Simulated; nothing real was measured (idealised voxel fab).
You're looking at the process module voxel gate over fins.
This is section cut - it's 165 nm across, gridded in 5 nm square cells.
Each cross-section below is a grid of square cells, stated as bands in top-down order, with one or more rows of cells making up each band. Within each band entry, the heights of the top and of the bottom of the band appear first, in that order and in nm; the materials of the band then follow from left to right, each with its corresponding width in nm. The designation "edge to edge" on a single material indicates that it fills the band from edge to edge; the designation "empty" indicates empty space. Ref level 0: as-received wafer is one material below here. Bottom band extends down with no lower bound ("0 down"). It should be noted that a width expressed as "30->40" varies in equal increments from row to row of cells within the band, taking the value of the first number at the top row and that of the second number at the bottom row. Given "no alteration" for a step, no cell of the cross-section differs between before and after that step. Each empty space that has no open way to the top and spans at least 8 cells appears under "Closed-off voids" as width x height at distance, the distance counted from the left edge, all in nm. Formally, on a step line, whatever follows the settings is a remark that the simulator itself makes on the step. "overlay nm", when on a step's line for a step with a mask, measures how far to the right of its planned place the mask lay; a negative measure means to the left.

**So here's the lineup of process steps we planned**
1,RECEIVE: material Si
2,CONFORMAL_DEP: material SiN, thk nm 10
3,PATTERN: tone cover, mask id FINS, material resist, width nm 15, pitch nm 60, thk nm 20, overlay nm 0
4,DIRECTIONAL_ETCH: etch materials SiN, depth nm 10
5,DIRECTIONAL_ETCH: etch materials Si, depth nm 30
6,STRIP: etch materials resist
7,FILL_DEP: material SiO2, thk nm 10
8,CMP: height nm 10
9,DIRECTIONAL_DEP: material aC, thk nm 15
10,PATTERN: tone open, mask id RAIL, material resist, width nm 15, thk nm 30, overlay nm 0
11,DIRECTIONAL_ETCH: etch materials aC, depth nm 15
12,STRIP: etch materials resist
13,DIRECTIONAL_ETCH: etch materials SiO2, depth nm 35
14,STRIP: etch materials aC
15,CONFORMAL_DEP: material TiN, thk nm 5
16,FILL_DEP: material Ru, thk nm 10
17,CMP: height nm 10
18,SELECTIVE_ETCH: etch materials W Ru TiN, depth nm 30
19,FILL_DEP: material SiO2, thk nm 5
20,CMP: height nm 10
21,SELECTIVE_ETCH: etch materials SiO2, depth nm 20
22,STRIP: etch materials SiN
23,CONFORMAL_DEP: material HfO2, thk nm 5
24,CONFORMAL_DEP: material TiN, thk nm 5
25,FILL_DEP: material W, thk nm 10
26,CMP: height nm 15
27,CONFORMAL_DEP: material SiCN, thk nm 5

**first wafer, as planned**

**as received, after step 1**
  0 down: Si edge to edge
  Closed-off voids: none

**Wafer after step 2 (cross-section)**
  10 to 0: SiN edge to edge
  Everything below 0 is unchanged.

**Wafer after step 3 (cross-section)**
  30 to 10: 45 nm empty | 15 nm resist | 45 nm empty | 15 nm resist | 45 nm empty
  Everything below 10 is unchanged.

**Wafer after step 4 (cross-section)**
  30 to 10: 45 nm empty | 15 nm resist | 45 nm empty | 15 nm resist | 45 nm empty
  10 to 0: 45 nm empty | 15 nm SiN | 45 nm empty | 15 nm SiN | 45 nm empty
  Everything below 0 is unchanged.

**Wafer after step 5 (cross-section)**
  30 to 10: 45 nm empty | 15 nm resist | 45 nm empty | 15 nm resist | 45 nm empty
  10 to 0: 45 nm empty | 15 nm SiN | 45 nm empty | 15 nm SiN | 45 nm empty
  0 to -30: 45 nm empty | 15 nm Si | 45 nm empty | 15 nm Si | 45 nm empty
  Everything below -30 is unchanged.

**Wafer after step 6 (cross-section)**
  10 to 0: 45 nm empty | 15 nm SiN | 45 nm empty | 15 nm SiN | 45 nm empty
  Everything below 0 is unchanged.

**Wafer after step 7 (cross-section)**
  20 to 10: SiO2 edge to edge
  10 to 0: 45 nm SiO2 | 15 nm SiN | 45 nm SiO2 | 15 nm SiN | 45 nm SiO2
  0 to -30: 45 nm SiO2 | 15 nm Si | 45 nm SiO2 | 15 nm Si | 45 nm SiO2
  Everything below -30 is unchanged.

**Wafer after step 8 (cross-section)**
  10 to 0: 45 nm SiO2 | 15 nm SiN | 45 nm SiO2 | 15 nm SiN | 45 nm SiO2
  Everything below 0 is unchanged.

**Wafer after step 9 (cross-section)**
  25 to 10: aC edge to edge
  Everything below 10 is unchanged.

**Wafer after step 10 (cross-section)**
  55 to 25: 75 nm resist | 15 nm empty | 75 nm resist
  Everything below 25 is unchanged.

**Wafer after step 11 (cross-section)**
  40 to 25: 75 nm resist | 15 nm empty | 75 nm resist
  25 to 10: 75 nm aC | 15 nm empty | 75 nm aC
  Everything below 10 is unchanged.

**Wafer after step 12 (cross-section)**
  25 to 10: 75 nm aC | 15 nm empty | 75 nm aC
  Everything below 10 is unchanged.

**Wafer after step 13 (cross-section)**
  25 to 10: 75 nm aC | 15 nm empty | 75 nm aC
  10 to 0: 45 nm SiO2 | 15 nm SiN | 15 nm SiO2 | 15 nm empty | 15 nm SiO2 | 15 nm SiN | 45 nm SiO2
  0 to -25: 45 nm SiO2 | 15 nm Si | 15 nm SiO2 | 15 nm empty | 15 nm SiO2 | 15 nm Si | 45 nm SiO2
  Everything below -25 is unchanged.

**Wafer after step 14 (cross-section)**
  10 to 0: 45 nm SiO2 | 15 nm SiN | 15 nm SiO2 | 15 nm empty | 15 nm SiO2 | 15 nm SiN | 45 nm SiO2
  Everything below 0 is unchanged.

**Wafer after step 15 (cross-section)**
  15 to 10: 80 nm TiN | 5 nm empty | 80 nm TiN
  10 to 0: 45 nm SiO2 | 15 nm SiN | 15 nm SiO2 | 5 nm TiN | 5 nm empty | 5 nm TiN | 15 nm SiO2 | 15 nm SiN | 45 nm SiO2
  0 to -20: 45 nm SiO2 | 15 nm Si | 15 nm SiO2 | 5 nm TiN | 5 nm empty | 5 nm TiN | 15 nm SiO2 | 15 nm Si | 45 nm SiO2
  -20 to -25: 45 nm SiO2 | 15 nm Si | 15 nm SiO2 | 15 nm TiN | 15 nm SiO2 | 15 nm Si | 45 nm SiO2
  Everything below -25 is unchanged.

**Wafer after step 16 (cross-section)**
  25 to 15: Ru edge to edge
  15 to 10: 80 nm TiN | 5 nm Ru | 80 nm TiN
  10 to 0: 45 nm SiO2 | 15 nm SiN | 15 nm SiO2 | 5 nm TiN | 5 nm Ru | 5 nm TiN | 15 nm SiO2 | 15 nm SiN | 45 nm SiO2
  0 to -20: 45 nm SiO2 | 15 nm Si | 15 nm SiO2 | 5 nm TiN | 5 nm Ru | 5 nm TiN | 15 nm SiO2 | 15 nm Si | 45 nm SiO2
  Everything below -20 is unchanged.

**Wafer after step 17 (cross-section)**
  10 to 0: 45 nm SiO2 | 15 nm SiN | 15 nm SiO2 | 5 nm TiN | 5 nm Ru | 5 nm TiN | 15 nm SiO2 | 15 nm SiN | 45 nm SiO2
  Everything below 0 is unchanged.

**Wafer after step 18 (cross-section)**
  10 to 0: 45 nm SiO2 | 15 nm SiN | 15 nm SiO2 | 15 nm empty | 15 nm SiO2 | 15 nm SiN | 45 nm SiO2
  0 to -20: 45 nm SiO2 | 15 nm Si | 15 nm SiO2 | 15 nm empty | 15 nm SiO2 | 15 nm Si | 45 nm SiO2
  Everything below -20 is unchanged.

**Wafer after step 19 (cross-section)**
  15 to 10: SiO2 edge to edge
  10 to 0: 45 nm SiO2 | 15 nm SiN | 45 nm SiO2 | 15 nm SiN | 45 nm SiO2
  0 to -20: 45 nm SiO2 | 15 nm Si | 45 nm SiO2 | 15 nm Si | 45 nm SiO2
  Everything below -20 is unchanged.

**Wafer after step 20 (cross-section)**
  10 to 0: 45 nm SiO2 | 15 nm SiN | 45 nm SiO2 | 15 nm SiN | 45 nm SiO2
  Everything below 0 is unchanged.

**Wafer after step 21 (cross-section)**
  10 to 0: 45 nm empty | 15 nm SiN | 45 nm empty | 15 nm SiN | 45 nm empty
  0 to -10: 45 nm empty | 15 nm Si | 45 nm empty | 15 nm Si | 45 nm empty
  Everything below -10 is unchanged.

**Wafer after step 22 (cross-section)**
  0 to -10: 45 nm empty | 15 nm Si | 45 nm empty | 15 nm Si | 45 nm empty
  Everything below -10 is unchanged.

**Wafer after step 23 (cross-section)**
  5 to 0: 40 nm empty | 25 nm HfO2 | 35 nm empty | 25 nm HfO2 | 40 nm empty
  0 to -5: 40 nm empty | 5 nm HfO2 | 15 nm Si | 5 nm HfO2 | 35 nm empty | 5 nm HfO2 | 15 nm Si | 5 nm HfO2 | 40 nm empty
  -5 to -10: 45 nm HfO2 | 15 nm Si | 45 nm HfO2 | 15 nm Si | 45 nm HfO2
  Everything below -10 is unchanged.

**Wafer after step 24 (cross-section)**
  10 to 5: 35 nm empty | 35 nm TiN | 25 nm empty | 35 nm TiN | 35 nm empty
  5 to 0: 35 nm empty | 5 nm TiN | 25 nm HfO2 | 5 nm TiN | 25 nm empty | 5 nm TiN | 25 nm HfO2 | 5 nm TiN | 35 nm empty
  0 to -5: 40 nm TiN | 5 nm HfO2 | 15 nm Si | 5 nm HfO2 | 35 nm TiN | 5 nm HfO2 | 15 nm Si | 5 nm HfO2 | 40 nm TiN
  Everything below -5 is unchanged.

**Wafer after step 25 (cross-section)**
  20 to 10: W edge to edge
  10 to 5: 35 nm W | 35 nm TiN | 25 nm W | 35 nm TiN | 35 nm W
  5 to 0: 35 nm W | 5 nm TiN | 25 nm HfO2 | 5 nm TiN | 25 nm W | 5 nm TiN | 25 nm HfO2 | 5 nm TiN | 35 nm W
  Everything below 0 is unchanged.

**Wafer after step 26 (cross-section)**
  15 to 10: W edge to edge
  Everything below 10 is unchanged.

**Wafer after step 27 (cross-section)**
  20 to 15: SiCN edge to edge
  Everything below 15 is unchanged.

**Second Wafer (Identical Start and Plan, One Processing Error; Matches First Wafer Through Step 2)**

**Cross-section, second wafer, at the end time the plan gives for step 3**
  30 to 10: 50 nm empty | 15 nm resist | 45 nm empty | 15 nm resist | 40 nm empty
  Everything below 10 is unchanged.

**Cross-section, second wafer, at the end time the plan gives for step 4**
  30 to 10: 50 nm empty | 15 nm resist | 45 nm empty | 15 nm resist | 40 nm empty
  10 to 0: 50 nm empty | 15 nm SiN | 45 nm empty | 15 nm SiN | 40 nm empty
  Everything below 0 is unchanged.

**Cross-section, second wafer, at the end time the plan gives for step 5**
  30 to 10: 50 nm empty | 15 nm resist | 45 nm empty | 15 nm resist | 40 nm empty
  10 to 0: 50 nm empty | 15 nm SiN | 45 nm empty | 15 nm SiN | 40 nm empty
  0 to -30: 50 nm empty | 15 nm Si | 45 nm empty | 15 nm Si | 40 nm empty
  Everything below -30 is unchanged.

**Cross-section, second wafer, at the end time the plan gives for step 6**
  10 to 0: 50 nm empty | 15 nm SiN | 45 nm empty | 15 nm SiN | 40 nm empty
  Everything below 0 is unchanged.

**Cross-section, second wafer, at the end time the plan gives for step 7**
  20 to 10: SiO2 edge to edge
  10 to 0: 50 nm SiO2 | 15 nm SiN | 45 nm SiO2 | 15 nm SiN | 40 nm SiO2
  0 to -30: 50 nm SiO2 | 15 nm Si | 45 nm SiO2 | 15 nm Si | 40 nm SiO2
  Everything below -30 is unchanged.

**Cross-section, second wafer, at the end time the plan gives for step 8**
  10 to 0: 50 nm SiO2 | 15 nm SiN | 45 nm SiO2 | 15 nm SiN | 40 nm SiO2
  Everything below 0 is unchanged.

**Cross-section, second wafer, at the end time the plan gives for step 9**
  25 to 10: aC edge to edge
  Everything below 10 is unchanged.

**Cross-section, second wafer, at the end time the plan gives for step 10**
  55 to 25: 75 nm resist | 15 nm empty | 75 nm resist
  Everything below 25 is unchanged.

**Cross-section, second wafer, at the end time the plan gives for step 11**
  40 to 25: 75 nm resist | 15 nm empty | 75 nm resist
  25 to 10: 75 nm aC | 15 nm empty | 75 nm aC
  Everything below 10 is unchanged.

**Cross-section, second wafer, at the end time the plan gives for step 12**
  25 to 10: 75 nm aC | 15 nm empty | 75 nm aC
  Everything below 10 is unchanged.

**Cross-section, second wafer, at the end time the plan gives for step 13**
  25 to 10: 75 nm aC | 15 nm empty | 75 nm aC
  10 to 0: 50 nm SiO2 | 15 nm SiN | 10 nm SiO2 | 15 nm empty | 20 nm SiO2 | 15 nm SiN | 40 nm SiO2
  0 to -25: 50 nm SiO2 | 15 nm Si | 10 nm SiO2 | 15 nm empty | 20 nm SiO2 | 15 nm Si | 40 nm SiO2
  Everything below -25 is unchanged.

**Cross-section, second wafer, at the end time the plan gives for step 14**
  10 to 0: 50 nm SiO2 | 15 nm SiN | 10 nm SiO2 | 15 nm empty | 20 nm SiO2 | 15 nm SiN | 40 nm SiO2
  Everything below 0 is unchanged.

**Cross-section, second wafer, at the end time the plan gives for step 15**
  15 to 10: 80 nm TiN | 5 nm empty | 80 nm TiN
  10 to 0: 50 nm SiO2 | 15 nm SiN | 10 nm SiO2 | 5 nm TiN | 5 nm empty | 5 nm TiN | 20 nm SiO2 | 15 nm SiN | 40 nm SiO2
  0 to -20: 50 nm SiO2 | 15 nm Si | 10 nm SiO2 | 5 nm TiN | 5 nm empty | 5 nm TiN | 20 nm SiO2 | 15 nm Si | 40 nm SiO2
  -20 to -25: 50 nm SiO2 | 15 nm Si | 10 nm SiO2 | 15 nm TiN | 20 nm SiO2 | 15 nm Si | 40 nm SiO2
  Everything below -25 is unchanged.

**Cross-section, second wafer, at the end time the plan gives for step 16**
  25 to 15: Ru edge to edge
  15 to 10: 80 nm TiN | 5 nm Ru | 80 nm TiN
  10 to 0: 50 nm SiO2 | 15 nm SiN | 10 nm SiO2 | 5 nm TiN | 5 nm Ru | 5 nm TiN | 20 nm SiO2 | 15 nm SiN | 40 nm SiO2
  0 to -20: 50 nm SiO2 | 15 nm Si | 10 nm SiO2 | 5 nm TiN | 5 nm Ru | 5 nm TiN | 20 nm SiO2 | 15 nm Si | 40 nm SiO2
  Everything below -20 is unchanged.

**Cross-section, second wafer, at the end time the plan gives for step 17**
  10 to 0: 50 nm SiO2 | 15 nm SiN | 10 nm SiO2 | 5 nm TiN | 5 nm Ru | 5 nm TiN | 20 nm SiO2 | 15 nm SiN | 40 nm SiO2
  Everything below 0 is unchanged.

**Cross-section, second wafer, at the end time the plan gives for step 18**
  10 to 0: 50 nm SiO2 | 15 nm SiN | 10 nm SiO2 | 15 nm empty | 20 nm SiO2 | 15 nm SiN | 40 nm SiO2
  0 to -20: 50 nm SiO2 | 15 nm Si | 10 nm SiO2 | 15 nm empty | 20 nm SiO2 | 15 nm Si | 40 nm SiO2
  Everything below -20 is unchanged.

**Cross-section, second wafer, at the end time the plan gives for step 19**
  15 to 10: SiO2 edge to edge
  10 to 0: 50 nm SiO2 | 15 nm SiN | 45 nm SiO2 | 15 nm SiN | 40 nm SiO2
  0 to -20: 50 nm SiO2 | 15 nm Si | 45 nm SiO2 | 15 nm Si | 40 nm SiO2
  Everything below -20 is unchanged.

**Cross-section, second wafer, at the end time the plan gives for step 20**
  10 to 0: 50 nm SiO2 | 15 nm SiN | 45 nm SiO2 | 15 nm SiN | 40 nm SiO2
  Everything below 0 is unchanged.

**Cross-section, second wafer, at the end time the plan gives for step 21**
  10 to 0: 50 nm empty | 15 nm SiN | 45 nm empty | 15 nm SiN | 40 nm empty
  0 to -10: 50 nm empty | 15 nm Si | 45 nm empty | 15 nm Si | 40 nm empty
  Everything below -10 is unchanged.

**Cross-section, second wafer, at the end time the plan gives for step 22**
  0 to -10: 50 nm empty | 15 nm Si | 45 nm empty | 15 nm Si | 40 nm empty
  Everything below -10 is unchanged.

**Cross-section, second wafer, at the end time the plan gives for step 23**
  5 to 0: 45 nm empty | 25 nm HfO2 | 35 nm empty | 25 nm HfO2 | 35 nm empty
  0 to -5: 45 nm empty | 5 nm HfO2 | 15 nm Si | 5 nm HfO2 | 35 nm empty | 5 nm HfO2 | 15 nm Si | 5 nm HfO2 | 35 nm empty
  -5 to -10: 50 nm HfO2 | 15 nm Si | 45 nm HfO2 | 15 nm Si | 40 nm HfO2
  Everything below -10 is unchanged.

**Cross-section, second wafer, at the end time the plan gives for step 24**
  10 to 5: 40 nm empty | 35 nm TiN | 25 nm empty | 35 nm TiN | 30 nm empty
  5 to 0: 40 nm empty | 5 nm TiN | 25 nm HfO2 | 5 nm TiN | 25 nm empty | 5 nm TiN | 25 nm HfO2 | 5 nm TiN | 30 nm empty
  0 to -5: 45 nm TiN | 5 nm HfO2 | 15 nm Si | 5 nm HfO2 | 35 nm TiN | 5 nm HfO2 | 15 nm Si | 5 nm HfO2 | 35 nm TiN
  Everything below -5 is unchanged.

**Cross-section, second wafer, at the end time the plan gives for step 25**
  20 to 10: W edge to edge
  10 to 5: 40 nm W | 35 nm TiN | 25 nm W | 35 nm TiN | 30 nm W
  5 to 0: 40 nm W | 5 nm TiN | 25 nm HfO2 | 5 nm TiN | 25 nm W | 5 nm TiN | 25 nm HfO2 | 5 nm TiN | 30 nm W
  Everything below 0 is unchanged.

**Cross-section, second wafer, at the end time the plan gives for step 26**
  15 to 10: W edge to edge
  Everything below 10 is unchanged.

**Cross-section, second wafer, at the end time the plan gives for step 27**
  20 to 15: SiCN edge to edge
  Everything below 15 is unchanged.
Diagnosis: step 3 ran as: PATTERN: tone cover, mask id FINS, material resist, width nm 15, pitch nm 60, thk nm 20, overlay nm 5
So at the finish, the second wafer's got exactly as many cells of each material as the first, just not in the same spots.
